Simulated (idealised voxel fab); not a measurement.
Title: Process Module voxel gate over fins
We display cut, a cross-section 210 nm in width whose square cells are each 5 nm.
We lay out every cross-section as a grid of square cells and spell it out in bands from the top down, where one band means one or more rows of cells. Top, bottom (nm), then materials left to right with widths (nm); lone material tagged "everywhere" fills the whole band edge to edge; "empty" = empty space. Heads up on the height convention: 0 is the point under which the incoming wafer is all one material, and the lowest band has no bottom, it just keeps going down, like "top 0, no bottom". A two-number width, for instance "30->40", indicates that the width is equal to the first number in the top row of the band and to the second number in the bottom row, and that it changes by a constant amount per row of cells. Key: "no modifications" - step with no changed cell in the cross-section. "Closed internal cavities" enumerates empty spaces isolated from the top, with no open way to it, that contain at least 8 cells, giving each as width x height at distance from the left edge, all three in nm. If you see something after the settings on a step's line, that's the simulator's own remark about that step. If you see "overlay nm" on a step's line and that step has a mask, it's telling you how far right of where it was planned the mask ended up; a negative number means it went left instead.

Here's what the planned process steps look like:
1: RECEIVE: material Si
2: CONFORMAL_DEP: material SiN, thk nm 5
3: DIRECTIONAL_DEP: material aC, thk nm 10
4: PATTERN: tone cover, mask id FINS, material resist, width nm 15, pitch nm 35, thk nm 30, overlay nm 0
5: DIRECTIONAL_ETCH: etch materials aC, depth nm 10
6: STRIP: etch materials resist
7: DIRECTIONAL_ETCH: etch materials SiN, depth nm 5
8: DIRECTIONAL_ETCH: etch materials Si, depth nm 35
9: STRIP: etch materials aC
10: OXIDIZE: depth nm 5
11: FILL_DEP: material SiO2, thk nm 15
12: CMP: height nm 5
13: SELECTIVE_ETCH: etch materials SiO2, depth nm 20
14: STRIP: etch materials SiN
15: CONFORMAL_DEP: material HfO2, thk nm 5
16: CONFORMAL_DEP: material TiN, thk nm 5
17: CONFORMAL_DEP: material TiAl, thk nm 5
18: CONFORMAL_DEP: material TiN, thk nm 5
19: FILL_DEP: material W, thk nm 15
20: CMP: height nm 30
21: CONFORMAL_DEP: material SiN, thk nm 5

Cross-section of the wafer at receipt, which is the condition after step 1:
> top 0, no bottom  Si everywhere
> Closed internal cavities: none

Final wafer profile in cross-section after the module, from the same start and plan as above, with one mistake made during processing:
> top 35, bottom 30  SiN everywhere
> top 30, bottom 20  W everywhere
> top 20, bottom 15  W 30 / TiN 155 / W 25
> top 15, bottom 10  W 30 / TiN 5 / TiAl 145 / TiN 5 / W 25
> top 10, bottom 5  W 30 / TiN 5 / TiAl 5 / TiN 30 / TiAl 5 / TiN 30 / TiAl 5 / TiN 30 / TiAl 5 / TiN 30 / TiAl 5 / TiN 5 / W 25
> top 5, bottom 0  TiN 35 / TiAl 5 / TiN 5 / HfO2 20 / TiN 5 / TiAl 5 / TiN 5 / HfO2 20 / TiN 5 / TiAl 5 / TiN 5 / HfO2 20 / TiN 5 / TiAl 5 / TiN 5 / HfO2 20 / TiN 5 / TiAl 5 / TiN 30
> top 0, bottom -5  TiAl 40 / TiN 5 / HfO2 5 / Si 10 / HfO2 5 / TiN 5 / TiAl 5 / TiN 5 / HfO2 5 / Si 10 / HfO2 5 / TiN 5 / TiAl 5 / TiN 5 / HfO2 5 / Si 10 / HfO2 5 / TiN 5 / TiAl 5 / TiN 5 / HfO2 5 / Si 10 / HfO2 5 / TiN 5 / TiAl 35
> top -5, bottom -10  TiN 45 / HfO2 5 / Si 10 / HfO2 5 / TiN 15 / HfO2 5 / Si 10 / HfO2 5 / TiN 15 / HfO2 5 / Si 10 / HfO2 5 / TiN 15 / HfO2 5 / Si 10 / HfO2 5 / TiN 40
> top -10, bottom -15  HfO2 50 / Si 10 / HfO2 25 / Si 10 / HfO2 25 / Si 10 / HfO2 25 / Si 10 / HfO2 45
> top -15, bottom -40  SiO2 50 / Si 10 / SiO2 25 / Si 10 / SiO2 25 / Si 10 / SiO2 25 / Si 10 / SiO2 45
> top -40, no bottom  Si everywhere
> Closed internal cavities: none
What was done differently from what was planned? step 4 ran with different settings than intended, the actual operation and settings being PATTERN: tone cover, mask id FINS, material resist, width nm 20, pitch nm 35, thk nm 30, overlay nm 0
